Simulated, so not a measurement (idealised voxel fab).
Presented below is a process module, voxel transistor to metal.
Square cells of 5 nm make up the cross-section cut, whose width is 195 nm.
Cross-section spec: square-cell grid; bands listed top down; each band is one or more rows. In this notation a band is specified by the heights of its top and bottom, in that order and in nm, after which its materials appear from left to right, each paired with its width in nm. The word "edge to edge" attached to a single material means that material fills the band from edge to edge; the word "empty" stands for empty space. Convention: height 0 is the level below which the wafer, as received, is all one material. The lowest band does not terminate at the bottom but continues downward, represented as "0 and below". The expression "30 to 40" gives the width at the extremes of the band, the first number at its top row of cells and the second at its bottom row, with the width changing by equal amounts from each row to the next in between. "nothing was modified" -> step changed no cross-section cell. "Fully closed voids" means: voids of 8 cells or more that are shut off from the top with no open way through. Written width x height at distance, distance from the left edge, in nm. Whatever follows a step's settings on its line is a remark the simulator itself makes about that step. overlay nm: mask offset rightward from planned place, masked step; negative means leftward offset. From here on the document is pairs. In a pair, the cross-section before one process step comes with the cross-section after it, and the latter goes no deeper than the lowest band that changed. What lies in between, the step and its settings, is written under the pair. A pair may be from a different run of this module on the same starting wafer than the pair above it, so it continues from that pair only where its entry headed "Incoming structure" says so.
Incoming structure
* 0 and below = Si edge to edge
* Fully closed voids: none
Cut View, Post-Step
* 0 down to -5 = SiO2 edge to edge
* At heights below -5, the structure remains unaltered.
* Fully closed voids: none
It is this step that lies between the two cross-sections above: op OXIDIZE | depth nm 5
Incoming structure: Reference is made to the cross-section shown after the step in the pair directly above, which represents the state prior to this step.
Cut View, Post-Step
* 10 down to 0 = SiN edge to edge
* At heights below 0, the structure remains unaltered.
* Fully closed voids: none
It is this step that lies between the two cross-sections above: op CONFORMAL_DEP | material SiN | thk nm 10
Incoming structure: Reference is made to the cross-section shown after the step in the pair directly above, which represents the state prior to this step.
Cut View, Post-Step
* 10 down to 0 = empty 40 nm; SiN 115 nm; empty 40 nm
* At heights below 0, the structure remains unaltered.
* Fully closed voids: none
It is this step that lies between the two cross-sections above: op MASKED_ETCH | tone cover | mask id ACTIVE | width nm 115 | etch materials SiN | depth nm 10 | overlay nm 0
Incoming structure: Reference is made to the cross-section shown after the step in the pair directly above, which represents the state prior to this step.
Cut View, Post-Step
* 10 down to 0 = empty 40 nm; SiN 115 nm; empty 40 nm
* 0 down to -5 = empty 40 nm; SiO2 115 nm; empty 40 nm
* At heights below -5, the structure remains unaltered.
* Fully closed voids: none
It is this step that lies between the two cross-sections above: op MASKED_ETCH | tone cover | mask id ACTIVE | width nm 115 | etch materials SiO2 | depth nm 5 | overlay nm 0
Incoming structure: Reference is made to the cross-section shown after the step in the pair directly above, which represents the state prior to this step.
Cut View, Post-Step
* 10 down to 0 = empty 40 nm; SiN 115 nm; empty 40 nm
* 0 down to -5 = empty 40 nm; SiO2 115 nm; empty 40 nm
* -5 down to -35 = empty 40 nm; Si 115 nm; empty 40 nm
* At heights below -35, the structure remains unaltered.
* Fully closed voids: none
It is this step that lies between the two cross-sections above: op MASKED_ETCH | tone cover | mask id ACTIVE | width nm 115 | etch materials Si | depth nm 30 | overlay nm 0
Incoming structure: Reference is made to the cross-section shown after the step in the pair directly above, which represents the state prior to this step.
Cut View, Post-Step
* 25 down to 10 = SiO2 edge to edge
* 10 down to 0 = SiO2 40 nm; SiN 115 nm; SiO2 40 nm
* 0 down to -5 = SiO2 edge to edge
* -5 down to -35 = SiO2 40 nm; Si 115 nm; SiO2 40 nm
* At heights below -35, the structure remains unaltered.
* Fully closed voids: none
It is this step that lies between the two cross-sections above: op FILL_DEP | material SiO2 | thk nm 15
Incoming structure: Reference is made to the cross-section shown after the step in the pair directly above, which represents the state prior to this step.
Cut View, Post-Step
* 10 down to 0 = SiO2 40 nm; SiN 115 nm; SiO2 40 nm
* At heights below 0, the structure remains unaltered.
* Fully closed voids: none
It is this step that lies between the two cross-sections above: op CMP | height nm 10
Incoming structure: Reference is made to the cross-section shown after the step in the pair directly above, which represents the state prior to this step.
Cut View, Post-Step
* 10 down to 0 = empty 40 nm; SiN 115 nm; empty 40 nm
* At heights below 0, the structure remains unaltered.
* Fully closed voids: none
It is this step that lies between the two cross-sections above: op SELECTIVE_ETCH | etch materials SiO2 | depth nm 10
Incoming structure: Reference is made to the cross-section shown after the step in the pair directly above, which represents the state prior to this step.
Cut View, Post-Step
* 0 down to -5 = SiO2 edge to edge
* At heights below -5, the structure remains unaltered.
* Fully closed voids: none
It is this step that lies between the two cross-sections above: op STRIP | etch materials SiN
Incoming structure: Reference is made to the cross-section shown after the step in the pair directly above, which represents the state prior to this step.
Cut View, Post-Step
* -5 down to -35 = SiO2 40 nm; Si 115 nm; SiO2 40 nm
* At heights below -35, the structure remains unaltered.
* Fully closed voids: none
It is this step that lies between the two cross-sections above: op SELECTIVE_ETCH | etch materials SiO2 | depth nm 5
Incoming structure: Reference is made to the cross-section shown after the step in the pair directly above, which represents the state prior to this step.
Cut View, Post-Step
* -5 down to -10 = SiO2 edge to edge
* At heights below -10, the structure remains unaltered.
* Fully closed voids: none
It is this step that lies between the two cross-sections above: op OXIDIZE | depth nm 5
Incoming structure: Reference is made to the cross-section shown after the step in the pair directly above, which represents the state prior to this step.
Cut View, Post-Step
* 20 down to -5 = polySi edge to edge
* At heights below -5, the structure remains unaltered.
* Fully closed voids: none
It is this step that lies between the two cross-sections above: op DIRECTIONAL_DEP | material polySi | thk nm 25
Incoming structure: Reference is made to the cross-section shown after the step in the pair directly above, which represents the state prior to this step.
Cut View, Post-Step
* 35 down to 20 = SiCN edge to edge
* At heights below 20, the structure remains unaltered.
* Fully closed voids: none
It is this step that lies between the two cross-sections above: op DIRECTIONAL_DEP | material SiCN | thk nm 15
Incoming structure: Reference is made to the cross-section shown after the step in the pair directly above, which represents the state prior to this step.
Cut View, Post-Step
* 50 down to 35 = empty 80 nm; resist 35 nm; empty 80 nm
* At heights below 35, the structure remains unaltered.
* Fully closed voids: none
It is this step that lies between the two cross-sections above: op PATTERN | tone cover | mask id GATE | material resist | width nm 35 | thk nm 15 | overlay nm 0
Incoming structure: Reference is made to the cross-section shown after the step in the pair directly above, which represents the state prior to this step.
Cut View, Post-Step
* 50 down to 35 = empty 80 nm; resist 35 nm; empty 80 nm
* 35 down to 20 = empty 80 nm; SiCN 35 nm; empty 80 nm
* At heights below 20, the structure remains unaltered.
* Fully closed voids: none
It is this step that lies between the two cross-sections above: op DIRECTIONAL_ETCH | etch materials SiCN | depth nm 25
Incoming structure: Reference is made to the cross-section shown after the step in the pair directly above, which represents the state prior to this step.
Cut View, Post-Step
* 50 down to 35 = empty 80 nm; resist 35 nm; empty 80 nm
* 35 down to 20 = empty 80 nm; SiCN 35 nm; empty 80 nm
* 20 down to -5 = empty 80 nm; polySi 35 nm; empty 80 nm
* At heights below -5, the structure remains unaltered.
* Fully closed voids: none
It is this step that lies between the two cross-sections above: op DIRECTIONAL_ETCH | etch materials polySi | depth nm 35
Incoming structure: Reference is made to the cross-section shown after the step in the pair directly above, which represents the state prior to this step.
Cut View, Post-Step
* 35 down to 20 = empty 80 nm; SiCN 35 nm; empty 80 nm
* At heights below 20, the structure remains unaltered.
* Fully closed voids: none
It is this step that lies between the two cross-sections above: op STRIP | etch materials resist
Incoming structure: Reference is made to the cross-section shown after the step in the pair directly above, which represents the state prior to this step.
Cut View, Post-Step
* 45 down to 35 = empty 70 nm; SiN 55 nm; empty 70 nm
* 35 down to 20 = empty 70 nm; SiN 10 nm; SiCN 35 nm; SiN 10 nm; empty 70 nm
* 20 down to 5 = empty 70 nm; SiN 10 nm; polySi 35 nm; SiN 10 nm; empty 70 nm
* 5 down to -5 = SiN 80 nm; polySi 35 nm; SiN 80 nm
* At heights below -5, the structure remains unaltered.
* Fully closed voids: none
It is this step that lies between the two cross-sections above: op CONFORMAL_DEP | material SiN | thk nm 10
Incoming structure: Reference is made to the cross-section shown after the step in the pair directly above, which represents the state prior to this step.
Cut View, Post-Step
* 35 down to 20 = empty 70 nm; SiN 10 nm; SiCN 35 nm; SiN 10 nm; empty 70 nm
* 20 down to -5 = empty 70 nm; SiN 10 nm; polySi 35 nm; SiN 10 nm; empty 70 nm
* At heights below -5, the structure remains unaltered.
* Fully closed voids: none
It is this step that lies between the two cross-sections above: op DIRECTIONAL_ETCH | etch materials SiN | depth nm 10
Incoming structure: Reference is made to the cross-section shown after the step in the pair directly above, which represents the state prior to this step.
Cut View, Post-Step
* 35 down to 20 = empty 70 nm; SiN 10 nm; SiCN 35 nm; SiN 10 nm; empty 70 nm
* 20 down to -5 = empty 70 nm; SiN 10 nm; polySi 35 nm; SiN 10 nm; empty 70 nm
* -5 down to -10 = empty 70 nm; SiO2 55 nm; empty 70 nm
* At heights below -10, the structure remains unaltered.
* Fully closed voids: none
It is this step that lies between the two cross-sections above: op DIRECTIONAL_ETCH | etch materials SiO2 | depth nm 5
Incoming structure: Reference is made to the cross-section shown after the step in the pair directly above, which represents the state prior to this step.
Cut View, Post-Step
* 35 down to 20 = empty 70 nm; SiN 10 nm; SiCN 35 nm; SiN 10 nm; empty 70 nm
* 20 down to -5 = empty 70 nm; SiN 10 nm; polySi 35 nm; SiN 10 nm; empty 70 nm
* -5 down to -10 = empty 35 nm; SiGe 35 nm; SiO2 55 nm; SiGe 35 nm; empty 35 nm
* At heights below -10, the structure remains unaltered.
* Fully closed voids: none
It is this step that lies between the two cross-sections above: op EPI | material SiGe | thk nm 5
Incoming structure: Reference is made to the cross-section shown after the step in the pair directly above, which represents the state prior to this step.
Cut View, Post-Step
* 40 down to 35 = SiO2 edge to edge
* 35 down to 20 = SiO2 70 nm; SiN 10 nm; SiCN 35 nm; SiN 10 nm; SiO2 70 nm
* 20 down to -5 = SiO2 70 nm; SiN 10 nm; polySi 35 nm; SiN 10 nm; SiO2 70 nm
* -5 down to -10 = SiO2 35 nm; SiGe 35 nm; SiO2 55 nm; SiGe 35 nm; SiO2 35 nm
* At heights below -10, the structure remains unaltered.
* Fully closed voids: none
It is this step that lies between the two cross-sections above: op FILL_DEP | material SiO2 | thk nm 5
Incoming structure: Reference is made to the cross-section shown after the step in the pair directly above, which represents the state prior to this step.
Cut View, Post-Step
* 20 down to -5 = SiO2 70 nm; SiN 10 nm; polySi 35 nm; SiN 10 nm; SiO2 70 nm
* At heights below -5, the structure remains unaltered.
* Fully closed voids: none
It is this step that lies between the two cross-sections above: op CMP | height nm 20
Incoming structure: Reference is made to the cross-section shown after the step in the pair directly above, which represents the state prior to this step.
Cut View, Post-Step
* 20 down to -5 = SiO2 70 nm; SiN 10 nm; empty 35 nm; SiN 10 nm; SiO2 70 nm
* At heights below -5, the structure remains unaltered.
* Fully closed voids: none
It is this step that lies between the two cross-sections above: op STRIP | etch materials polySi
Incoming structure: Reference is made to the cross-section shown after the step in the pair directly above, which represents the state prior to this step.
Cut View, Post-Step
* 20 down to 15 = empty 70 nm; SiN 10 nm; empty 35 nm; SiN 10 nm; empty 70 nm
* 15 down to -5 = SiO2 70 nm; SiN 10 nm; empty 35 nm; SiN 10 nm; SiO2 70 nm
* -5 down to -10 = SiO2 35 nm; SiGe 35 nm; SiO2 5 nm; empty 45 nm; SiO2 5 nm; SiGe 35 nm; SiO2 35 nm
* At heights below -10, the structure remains unaltered.
* Fully closed voids: none
It is this step that lies between the two cross-sections above: op SELECTIVE_ETCH | etch materials SiO2 | depth nm 5
Incoming structure: Reference is made to the cross-section shown after the step in the pair directly above, which represents the state prior to this step.
Cut View, Post-Step
* 25 down to 20 = empty 65 nm; HfO2 20 nm; empty 25 nm; HfO2 20 nm; empty 65 nm
* 20 down to 15 = HfO2 70 nm; SiN 10 nm; HfO2 5 nm; empty 25 nm; HfO2 5 nm; SiN 10 nm; HfO2 70 nm
* 15 down to -5 = SiO2 70 nm; SiN 10 nm; HfO2 5 nm; empty 25 nm; HfO2 5 nm; SiN 10 nm; SiO2 70 nm
* -5 down to -10 = SiO2 35 nm; SiGe 35 nm; SiO2 5 nm; HfO2 45 nm; SiO2 5 nm; SiGe 35 nm; SiO2 35 nm
* At heights below -10, the structure remains unaltered.
* Fully closed voids: none
It is this step that lies between the two cross-sections above: op CONFORMAL_DEP | material HfO2 | thk nm 5
Incoming structure: Reference is made to the cross-section shown after the step in the pair directly above, which represents the state prior to this step.
Cut View, Post-Step
* 30 down to 25 = empty 60 nm; TiN 30 nm; empty 15 nm; TiN 30 nm; empty 60 nm
* 25 down to 20 = TiN 65 nm; HfO2 20 nm; TiN 5 nm; empty 15 nm; TiN 5 nm; HfO2 20 nm; TiN 65 nm
* 20 down to 15 = HfO2 70 nm; SiN 10 nm; HfO2 5 nm; TiN 5 nm; empty 15 nm; TiN 5 nm; HfO2 5 nm; SiN 10 nm; HfO2 70 nm
* 15 down to 0 = SiO2 70 nm; SiN 10 nm; HfO2 5 nm; TiN 5 nm; empty 15 nm; TiN 5 nm; HfO2 5 nm; SiN 10 nm; SiO2 70 nm
* 0 down to -5 = SiO2 70 nm; SiN 10 nm; HfO2 5 nm; TiN 25 nm; HfO2 5 nm; SiN 10 nm; SiO2 70 nm
* At heights below -5, the structure remains unaltered.
* Fully closed voids: none
It is this step that lies between the two cross-sections above: op CONFORMAL_DEP | material TiN | thk nm 5
Incoming structure: Reference is made to the cross-section shown after the step in the pair directly above, which represents the state prior to this step.
Cut View, Post-Step
* 40 down to 30 = W edge to edge
* 30 down to 25 = W 60 nm; TiN 30 nm; W 15 nm; TiN 30 nm; W 60 nm
* 25 down to 20 = TiN 65 nm; HfO2 20 nm; TiN 5 nm; W 15 nm; TiN 5 nm; HfO2 20 nm; TiN 65 nm
* 20 down to 15 = HfO2 70 nm; SiN 10 nm; HfO2 5 nm; TiN 5 nm; W 15 nm; TiN 5 nm; HfO2 5 nm; SiN 10 nm; HfO2 70 nm
* 15 down to 0 = SiO2 70 nm; SiN 10 nm; HfO2 5 nm; TiN 5 nm; W 15 nm; TiN 5 nm; HfO2 5 nm; SiN 10 nm; SiO2 70 nm
* At heights below 0, the structure remains unaltered.
* Fully closed voids: none
It is this step that lies between the two cross-sections above: op FILL_DEP | material W | thk nm 10
Incoming structure: Reference is made to the cross-section shown after the step in the pair directly above, which represents the state prior to this step.
Cut View, Post-Step
* 15 down to 0 = SiO2 70 nm; SiN 10 nm; HfO2 5 nm; TiN 5 nm; W 15 nm; TiN 5 nm; HfO2 5 nm; SiN 10 nm; SiO2 70 nm
* At heights below 0, the structure remains unaltered.
* Fully closed voids: none
It is this step that lies between the two cross-sections above: op CMP | height nm 15
Incoming structure: Reference is made to the cross-section shown after the step in the pair directly above, which represents the state prior to this step.
Cut View, Post-Step
* 25 down to 15 = SiO2 edge to edge
* At heights below 15, the structure remains unaltered.
* Fully closed voids: none
It is this step that lies between the two cross-sections above: op DIRECTIONAL_DEP | material SiO2 | thk nm 10
Incoming structure: Reference is made to the cross-section shown after the step in the pair directly above, which represents the state prior to this step.
Cut View, Post-Step
* 25 down to 15 = SiO2 50 nm; empty 15 nm; SiO2 65 nm; empty 15 nm; SiO2 50 nm
* 15 down to 0 = SiO2 50 nm; empty 15 nm; SiO2 5 nm; SiN 10 nm; HfO2 5 nm; TiN 5 nm; W 15 nm; TiN 5 nm; HfO2 5 nm; SiN 10 nm; SiO2 5 nm; empty 15 nm; SiO2 50 nm
* 0 down to -5 = SiO2 50 nm; empty 15 nm; SiO2 5 nm; SiN 10 nm; HfO2 5 nm; TiN 25 nm; HfO2 5 nm; SiN 10 nm; SiO2 5 nm; empty 15 nm; SiO2 50 nm
* At heights below -5, the structure remains unaltered.
* Fully closed voids: none
It is this step that lies between the two cross-sections above: op MASKED_ETCH | tone open | mask id CONTACT | width nm 15 | pitch nm 80 | etch materials SiO2 | depth nm 30 | overlay nm 0
Incoming structure: Reference is made to the cross-section shown after the step in the pair directly above, which represents the state prior to this step.
Cut View, Post-Step
* 30 down to 25 = TiN 55 nm; empty 5 nm; TiN 75 nm; empty 5 nm; TiN 55 nm
* 25 down to 15 = SiO2 50 nm; TiN 5 nm; empty 5 nm; TiN 5 nm; SiO2 65 nm; TiN 5 nm; empty 5 nm; TiN 5 nm; SiO2 50 nm
* 15 down to 0 = SiO2 50 nm; TiN 5 nm; empty 5 nm; TiN 5 nm; SiO2 5 nm; SiN 10 nm; HfO2 5 nm; TiN 5 nm; W 15 nm; TiN 5 nm; HfO2 5 nm; SiN 10 nm; SiO2 5 nm; TiN 5 nm; empty 5 nm; TiN 5 nm; SiO2 50 nm
* 0 down to -5 = SiO2 50 nm; TiN 15 nm; SiO2 5 nm; SiN 10 nm; HfO2 5 nm; TiN 25 nm; HfO2 5 nm; SiN 10 nm; SiO2 5 nm; TiN 15 nm; SiO2 50 nm
* At heights below -5, the structure remains unaltered.
* Fully closed voids: none
It is this step that lies between the two cross-sections above: op CONFORMAL_DEP | material TiN | thk nm 5
Incoming structure: Reference is made to the cross-section shown after the step in the pair directly above, which represents the state prior to this step.
Cut View, Post-Step
* 40 down to 30 = W edge to edge
* 30 down to 25 = TiN 55 nm; W 5 nm; TiN 75 nm; W 5 nm; TiN 55 nm
* 25 down to 15 = SiO2 50 nm; TiN 5 nm; W 5 nm; TiN 5 nm; SiO2 65 nm; TiN 5 nm; W 5 nm; TiN 5 nm; SiO2 50 nm
* 15 down to 0 = SiO2 50 nm; TiN 5 nm; W 5 nm; TiN 5 nm; SiO2 5 nm; SiN 10 nm; HfO2 5 nm; TiN 5 nm; W 15 nm; TiN 5 nm; HfO2 5 nm; SiN 10 nm; SiO2 5 nm; TiN 5 nm; W 5 nm; TiN 5 nm; SiO2 50 nm
* At heights below 0, the structure remains unaltered.
* Fully closed voids: none
It is this step that lies between the two cross-sections above: op FILL_DEP | material W | thk nm 10
Incoming structure: Reference is made to the cross-section shown after the step in the pair directly above, which represents the state prior to this step.
Cut View, Post-Step
* 25 down to 15 = SiO2 50 nm; TiN 5 nm; W 5 nm; TiN 5 nm; SiO2 65 nm; TiN 5 nm; W 5 nm; TiN 5 nm; SiO2 50 nm
* At heights below 15, the structure remains unaltered.
* Fully closed voids: none
It is this step that lies between the two cross-sections above: op CMP | height nm 25
Incoming structure: Reference is made to the cross-section shown after the step in the pair directly above, which represents the state prior to this step.
Cut View, Post-Step
* 30 down to 25 = SiCN edge to edge
* At heights below 25, the structure remains unaltered.
* Fully closed voids: none
It is this step that lies between the two cross-sections above: op CONFORMAL_DEP | material SiCN | thk nm 5
Incoming structure: Reference is made to the cross-section shown after the step in the pair directly above, which represents the state prior to this step.
Cut View, Post-Step
* 45 down to 30 = SiO2 edge to edge
* At heights below 30, the structure remains unaltered.
* Fully closed voids: none
It is this step that lies between the two cross-sections above: op DIRECTIONAL_DEP | material SiO2 | thk nm 15
Incoming structure: Reference is made to the cross-section shown after the step in the pair directly above, which represents the state prior to this step.
Cut View, Post-Step
* 45 down to 30 = SiO2 50 nm; empty 15 nm; SiO2 65 nm; empty 15 nm; SiO2 50 nm
* At heights below 30, the structure remains unaltered.
* Fully closed voids: none
It is this step that lies between the two cross-sections above: op MASKED_ETCH | tone open | mask id METAL_1 | width nm 15 | pitch nm 80 | etch materials SiO2 | depth nm 15 | overlay nm 0
Incoming structure: Reference is made to the cross-section shown after the step in the pair directly above, which represents the state prior to this step.
Cut View, Post-Step
* 45 down to 30 = SiO2 50 nm; empty 15 nm; SiO2 65 nm; empty 15 nm; SiO2 50 nm
* 30 down to 25 = SiCN 50 nm; empty 15 nm; SiCN 65 nm; empty 15 nm; SiCN 50 nm
* At heights below 25, the structure remains unaltered.
* Fully closed voids: none
It is this step that lies between the two cross-sections above: op MASKED_ETCH | tone open | mask id METAL_1 | width nm 15 | pitch nm 80 | etch materials SiCN | depth nm 5 | overlay nm 0
Incoming structure: Reference is made to the cross-section shown after the step in the pair directly above, which represents the state prior to this step.
Cut View, Post-Step
* 50 down to 45 = TiN 55 nm; empty 5 nm; TiN 75 nm; empty 5 nm; TiN 55 nm
* 45 down to 30 = SiO2 50 nm; TiN 5 nm; empty 5 nm; TiN 5 nm; SiO2 65 nm; TiN 5 nm; empty 5 nm; TiN 5 nm; SiO2 50 nm
* 30 down to 25 = SiCN 50 nm; TiN 15 nm; SiCN 65 nm; TiN 15 nm; SiCN 50 nm
* At heights below 25, the structure remains unaltered.
* Fully closed voids: none
It is this step that lies between the two cross-sections above: op CONFORMAL_DEP | material TiN | thk nm 5
Incoming structure: Reference is made to the cross-section shown after the step in the pair directly above, which represents the state prior to this step.
Cut View, Post-Step
* 60 down to 50 = W edge to edge
* 50 down to 45 = TiN 55 nm; W 5 nm; TiN 75 nm; W 5 nm; TiN 55 nm
* 45 down to 30 = SiO2 50 nm; TiN 5 nm; W 5 nm; TiN 5 nm; SiO2 65 nm; TiN 5 nm; W 5 nm; TiN 5 nm; SiO2 50 nm
* At heights below 30, the structure remains unaltered.
* Fully closed voids: none
It is this step that lies between the two cross-sections above: op FILL_DEP | material W | thk nm 10
Incoming structure: Reference is made to the cross-section shown after the step in the pair directly above, which represents the state prior to this step.
Cut View, Post-Step
* 45 down to 30 = SiO2 50 nm; TiN 5 nm; W 5 nm; TiN 5 nm; SiO2 65 nm; TiN 5 nm; W 5 nm; TiN 5 nm; SiO2 50 nm
* At heights below 30, the structure remains unaltered.
* Fully closed voids: none
It is this step that lies between the two cross-sections above: op CMP | height nm 45
Incoming structure: Reference is made to the cross-section shown after the step in the pair directly above, which represents the state prior to this step.
Cut View, Post-Step
* 50 down to 45 = SiCN edge to edge
* At heights below 45, the structure remains unaltered.
* Fully closed voids: none
It is this step that lies between the two cross-sections above: op CONFORMAL_DEP | material SiCN | thk nm 5
Incoming structure: Reference is made to the cross-section shown after the step in the pair directly above, which represents the state prior to this step.
Cut View, Post-Step
* 85 down to 50 = SiO2 edge to edge
* At heights below 50, the structure remains unaltered.
* Fully closed voids: none
It is this step that lies between the two cross-sections above: op DIRECTIONAL_DEP | material SiO2 | thk nm 35
Incoming structure: Reference is made to the cross-section shown after the step in the pair directly above, which represents the state prior to this step.
Cut View, Post-Step
* 85 down to 65 = SiO2 50 nm; empty 15 nm; SiO2 65 nm; empty 15 nm; SiO2 50 nm
* At heights below 65, the structure remains unaltered.
* Fully closed voids: none
It is this step that lies between the two cross-sections above: op MASKED_ETCH | tone open | mask id METAL_2 | width nm 15 | pitch nm 80 | etch materials SiO2 | depth nm 20 | overlay nm 0
Incoming structure: Reference is made to the cross-section shown after the step in the pair directly above, which represents the state prior to this step.
Cut View, Post-Step
* 100 down to 85 = aC 50 nm; empty 15 nm; aC 65 nm; empty 15 nm; aC 50 nm
* 85 down to 80 = SiO2 50 nm; empty 15 nm; SiO2 65 nm; empty 15 nm; SiO2 50 nm
* 80 down to 65 = SiO2 50 nm; aC 15 nm; SiO2 65 nm; aC 15 nm; SiO2 50 nm
* At heights below 65, the structure remains unaltered.
* Fully closed voids: none
It is this step that lies between the two cross-sections above: op DIRECTIONAL_DEP | material aC | thk nm 15
Incoming structure: Reference is made to the cross-section shown after the step in the pair directly above, which represents the state prior to this step.
Cut View, Post-Step
* 130 down to 100 = resist 50 nm; empty 15 nm; resist 65 nm; empty 15 nm; resist 50 nm
* At heights below 100, the structure remains unaltered.
* Fully closed voids: none
It is this step that lies between the two cross-sections above: op PATTERN | tone open | mask id METAL_2_HOLES | material resist | width nm 15 | pitch nm 80 | thk nm 30 | overlay nm 0
Incoming structure: Reference is made to the cross-section shown after the step in the pair directly above, which represents the state prior to this step.
Cut View, Post-Step
* 115 down to 100 = resist 50 nm; empty 15 nm; resist 65 nm; empty 15 nm; resist 50 nm
* 100 down to 85 = aC 50 nm; empty 15 nm; aC 65 nm; empty 15 nm; aC 50 nm
* 85 down to 65 = SiO2 50 nm; empty 15 nm; SiO2 65 nm; empty 15 nm; SiO2 50 nm
* At heights below 65, the structure remains unaltered.
* Fully closed voids: none
It is this step that lies between the two cross-sections above: op DIRECTIONAL_ETCH | etch materials aC | depth nm 15
Incoming structure: Reference is made to the cross-section shown after the step in the pair directly above, which represents the state prior to this step.
Cut View, Post-Step
* 100 down to 85 = aC 50 nm; empty 15 nm; aC 65 nm; empty 15 nm; aC 50 nm
* At heights below 85, the structure remains unaltered.
* Fully closed voids: none
It is this step that lies between the two cross-sections above: op STRIP | etch materials resist
Incoming structure: Reference is made to the cross-section shown after the step in the pair directly above, which represents the state prior to this step.
Cut View, Post-Step
* 100 down to 85 = aC 50 nm; empty 15 nm; aC 65 nm; empty 15 nm; aC 50 nm
* 85 down to 50 = SiO2 50 nm; empty 15 nm; SiO2 65 nm; empty 15 nm; SiO2 50 nm
* At heights below 50, the structure remains unaltered.
* Fully closed voids: none
It is this step that lies between the two cross-sections above: op DIRECTIONAL_ETCH | etch materials SiO2 | depth nm 15
Incoming structure: Reference is made to the cross-section shown after the step in the pair directly above, which represents the state prior to this step.
Cut View, Post-Step
* 100 down to 85 = aC 50 nm; empty 15 nm; aC 65 nm; empty 15 nm; aC 50 nm
* 85 down to 50 = SiO2 50 nm; empty 15 nm; SiO2 65 nm; empty 15 nm; SiO2 50 nm
* 50 down to 45 = SiCN 50 nm; empty 15 nm; SiCN 65 nm; empty 15 nm; SiCN 50 nm
* At heights below 45, the structure remains unaltered.
* Fully closed voids: none
It is this step that lies between the two cross-sections above: op DIRECTIONAL_ETCH | etch materials SiCN | depth nm 5
Incoming structure: Reference is made to the cross-section shown after the step in the pair directly above, which represents the state prior to this step.
Cut View, Post-Step
* 85 down to 50 = SiO2 50 nm; empty 15 nm; SiO2 65 nm; empty 15 nm; SiO2 50 nm
* At heights below 50, the structure remains unaltered.
* Fully closed voids: none
It is this step that lies between the two cross-sections above: op STRIP | etch materials aC
Incoming structure: Reference is made to the cross-section shown after the step in the pair directly above, which represents the state prior to this step.
Cut View, Post-Step
* 90 down to 85 = TiN 55 nm; empty 5 nm; TiN 75 nm; empty 5 nm; TiN 55 nm
* 85 down to 50 = SiO2 50 nm; TiN 5 nm; empty 5 nm; TiN 5 nm; SiO2 65 nm; TiN 5 nm; empty 5 nm; TiN 5 nm; SiO2 50 nm
* 50 down to 45 = SiCN 50 nm; TiN 15 nm; SiCN 65 nm; TiN 15 nm; SiCN 50 nm
* At heights below 45, the structure remains unaltered.
* Fully closed voids: none
It is this step that lies between the two cross-sections above: op CONFORMAL_DEP | material TiN | thk nm 5
Incoming structure: Reference is made to the cross-section shown after the step in the pair directly above, which represents the state prior to this step.
Cut View, Post-Step
* 100 down to 90 = Ru edge to edge
* 90 down to 85 = TiN 55 nm; Ru 5 nm; TiN 75 nm; Ru 5 nm; TiN 55 nm
* 85 down to 50 = SiO2 50 nm; TiN 5 nm; Ru 5 nm; TiN 5 nm; SiO2 65 nm; TiN 5 nm; Ru 5 nm; TiN 5 nm; SiO2 50 nm
* At heights below 50, the structure remains unaltered.
* Fully closed voids: none
It is this step that lies between the two cross-sections above: op FILL_DEP | material Ru | thk nm 10
Incoming structure: Reference is made to the cross-section shown after the step in the pair directly above, which represents the state prior to this step.
Cut View, Post-Step
* 85 down to 50 = SiO2 50 nm; TiN 5 nm; Ru 5 nm; TiN 5 nm; SiO2 65 nm; TiN 5 nm; Ru 5 nm; TiN 5 nm; SiO2 50 nm
* At heights below 50, the structure remains unaltered.
* Fully closed voids: none
It is this step that lies between the two cross-sections above: op CMP | height nm 85
Incoming structure: Reference is made to the cross-section shown after the step in the pair directly above, which represents the state prior to this step.
Cut View, Post-Step
* 90 down to 85 = SiN edge to edge
* At heights below 85, the structure remains unaltered.
* Fully closed voids: none
It is this step that lies between the two cross-sections above: op CONFORMAL_DEP | material SiN | thk nm 5
Incoming structure
* 40 down to 30 = W edge to edge
* 30 down to 25 = TiN 55 nm; W 5 nm; TiN 75 nm; W 5 nm; TiN 55 nm
* 25 down to 15 = SiO2 50 nm; TiN 5 nm; W 5 nm; TiN 5 nm; SiO2 65 nm; TiN 5 nm; W 5 nm; TiN 5 nm; SiO2 50 nm
* 15 down to 0 = SiO2 50 nm; TiN 5 nm; W 5 nm; TiN 5 nm; SiO2 5 nm; SiN 10 nm; HfO2 5 nm; TiN 5 nm; W 15 nm; TiN 5 nm; HfO2 5 nm; SiN 10 nm; SiO2 5 nm; TiN 5 nm; W 5 nm; TiN 5 nm; SiO2 50 nm
* 0 down to -5 = SiO2 50 nm; TiN 15 nm; SiO2 5 nm; SiN 10 nm; HfO2 5 nm; TiN 25 nm; HfO2 5 nm; SiN 10 nm; SiO2 5 nm; TiN 15 nm; SiO2 50 nm
* -5 down to -10 = SiO2 35 nm; SiGe 35 nm; SiO2 5 nm; HfO2 45 nm; SiO2 5 nm; SiGe 35 nm; SiO2 35 nm
* -10 down to -35 = SiO2 40 nm; Si 115 nm; SiO2 40 nm
* -35 and below = Si edge to edge
* Fully closed voids: none
Cut View, Post-Step
* 45 down to 40 = SiCN edge to edge
* At heights below 40, the structure remains unaltered.
* Fully closed voids: none
It is this step that lies between the two cross-sections above: op CONFORMAL_DEP | material SiCN | thk nm 5
Incoming structure: Reference is made to the cross-section shown after the step in the pair directly above, which represents the state prior to this step.
Cut View, Post-Step
* 60 down to 45 = SiO2 edge to edge
* At heights below 45, the structure remains unaltered.
* Fully closed voids: none
It is this step that lies between the two cross-sections above: op DIRECTIONAL_DEP | material SiO2 | thk nm 15
Incoming structure: Reference is made to the cross-section shown after the step in the pair directly above, which represents the state prior to this step.
Cut View, Post-Step
* 60 down to 45 = SiO2 50 nm; empty 15 nm; SiO2 65 nm; empty 15 nm; SiO2 50 nm
* At heights below 45, the structure remains unaltered.
* Fully closed voids: none
It is this step that lies between the two cross-sections above: op MASKED_ETCH | tone open | mask id METAL_1 | width nm 15 | pitch nm 80 | etch materials SiO2 | depth nm 15 | overlay nm 0
Incoming structure: Reference is made to the cross-section shown after the step in the pair directly above, which represents the state prior to this step.
Cut View, Post-Step
* 60 down to 45 = SiO2 50 nm; empty 15 nm; SiO2 65 nm; empty 15 nm; SiO2 50 nm
* 45 down to 40 = SiCN 50 nm; empty 15 nm; SiCN 65 nm; empty 15 nm; SiCN 50 nm
* At heights below 40, the structure remains unaltered.
* Fully closed voids: none
It is this step that lies between the two cross-sections above: op MASKED_ETCH | tone open | mask id METAL_1 | width nm 15 | pitch nm 80 | etch materials SiCN | depth nm 5 | overlay nm 0
